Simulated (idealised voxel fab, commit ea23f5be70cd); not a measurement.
process module | voxel fin reveal
cross-section cut | 200 nm wide | cells 5 nm
A cross-section is a grid of square cells, given in bands from the top down. A band is one or more rows of cells.
Each band's line starts with the height of the band's top and of its bottom, in nm. Then come its materials from left to right, each with its width in nm. One material with "throughout" fills the band from edge to edge. "air" is empty space.
Height 0 is the level under which the wafer as received is all one material. The lowest band goes on downwards, as in "0 down".
A width such as "30 to 40" changes by the same amount from each row of cells to the next, from the band's top row to its bottom row.
"no change" after a step means that no cell of the cross-section changed.
closed voids: empty space of 8 cells or more with no open way to the top, each as width x height at its distance from the left edge, in nm
after a step's settings: what the simulator itself notes on the step
overlay nm, on a step with a mask: how far to the right of its planned place the mask lay; to the left if negative
plan
1 op RECEIVE | material Si
2 op CONFORMAL_DEP | material SiN | thk nm 5
3 op PATTERN | tone cover | mask id FINS | material resist | width nm 15 | pitch nm 45 | thk nm 20 | overlay nm 0
4 op DIRECTIONAL_ETCH | etch materials SiN | depth nm 5
5 op DIRECTIONAL_ETCH | etch materials Si | depth nm 35
6 op STRIP | etch materials resist
7 op FILL_DEP | material SiO2 | thk nm 5
8 op CMP | height nm 5
9 op SELECTIVE_ETCH | etch materials SiO2 | depth nm 20
10 op STRIP | etch materials SiN
11 op CONFORMAL_DEP | material HfO2 | thk nm 5
varied across the wafers: width nm of step 3. The plan shows the first wafer's value. All wafers start alike
first wafer as received, after step 1
  0 down: Si throughout
  closed voids: none
first wafer at the end, after step 11
  5 to 0: air 65 | HfO2 25 | air 20 | HfO2 25 | air 65
  0 to -10: air 65 | HfO2 5 | Si 15 | HfO2 5 | air 20 | HfO2 5 | Si 15 | HfO2 5 | air 65
  -10 to -15: HfO2 70 | Si 15 | HfO2 30 | Si 15 | HfO2 70
  -15 to -35: SiO2 70 | Si 15 | SiO2 30 | Si 15 | SiO2 70
  -35 down: Si throughout
  closed voids: none
last wafer at the end
  5 to 0: air 60 | HfO2 40 | air 5 | HfO2 40 | air 55
  0 to -10: air 60 | HfO2 5 | Si 30 | HfO2 5 | air 5 | HfO2 5 | Si 30 | HfO2 5 | air 55
  -10 to -15: HfO2 65 | Si 30 | HfO2 15 | Si 30 | HfO2 60
  -15 to -35: SiO2 65 | Si 30 | SiO2 15 | Si 30 | SiO2 60
  -35 down: Si throughout
  closed voids: none
each wafer at the end: cells of each material gained (+) or lost (-) since it was received, then its closed voids
width nm 15 | +52 HfO2 | -238 Si | +136 SiO2 | closed voids: none
width nm 20 | +52 HfO2 | -224 Si | +128 SiO2 | closed voids: none
width nm 25 | +52 HfO2 | -210 Si | +120 SiO2 | closed voids: none
width nm 30 | +52 HfO2 | -196 Si | +112 SiO2 | closed voids: none
